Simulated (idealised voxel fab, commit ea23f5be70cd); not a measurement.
voxel released beams: a process module
The figure presents cross-section cut, which has a width of 250 nm and is divided into square cells with an edge length of 5 nm.
A cross-section in this document is a grid of square cells, and it is written down as bands, the top band listed before the ones below it; a band is made up of one or more rows of cells. For a band, the entry starts with two heights in nm, that of the top and then that of the bottom, and carries on with the band's materials in order from left to right, each alongside its width in nm; the word "full width" beside a single material means it fills the band edge to edge, and "empty" means empty space. Convention: height 0 is the level below which the wafer, as received, is all one material. The lowest band does not terminate at the bottom but continues downward, represented as "0 nm and below". The width entry "30->40" should be interpreted row by row: the top row of cells in the band takes the first number, the bottom row takes the second number, and the change between adjacent rows is uniform throughout. Where a step carries "same as before", the cross-section came out of it unchanged, cell for cell. Empty spaces without an open route to the top, at least 8 cells in extent, make up the entry "Enclosed cavity list"; each is given as width x height at distance, where the distance is measured from the left edge, and all are in nm. Heads up: the bit after the settings on a step's line is the simulator's remark on that step. The optional step-line setting "overlay nm" applies to steps with a mask and quantifies how far to the right of its planned location the mask lay, a negative value indicating leftward placement.

# Process steps (planned)
1: RECEIVE [material Si]
2: CONFORMAL_DEP [material SiN] [thk nm 5]
3: DIRECTIONAL_DEP [material SiO2] [thk nm 20]
4: MASKED_ETCH [tone open] [mask id ANCHOR] [width nm 35] [etch materials SiO2] [depth nm 20] [overlay nm 0]
5: CONFORMAL_DEP [material polySi] [thk nm 10]
6: MASKED_ETCH [tone cover] [mask id BEAM] [width nm 75] [etch materials polySi] [depth nm 10] [overlay nm 0]
7: STRIP [etch materials SiO2]
Heads up: all these wafers start the same, and what changes between them is the width nm in step 6. The value you see in the plan is just what the first wafer got.

# Received wafers, first of several: cross-section after step 1
0 nm and below  Si full width
Enclosed cavity list: none

# End of module, by wafer: material-by-material cell gain (+) or loss (-) since receipt, then closed voids
width nm 75 | +50 SiN | +46 polySi | Enclosed cavity list: none
width nm 80 | +50 SiN | +48 polySi | Enclosed cavity list: none
width nm 85 | +50 SiN | +50 polySi | Enclosed cavity list: none
width nm 90 | +50 SiN | +52 polySi | Enclosed cavity list: none
width nm 95 | +50 SiN | +54 polySi | Enclosed cavity list: none
width nm 100 | +50 SiN | +56 polySi | Enclosed cavity list: none
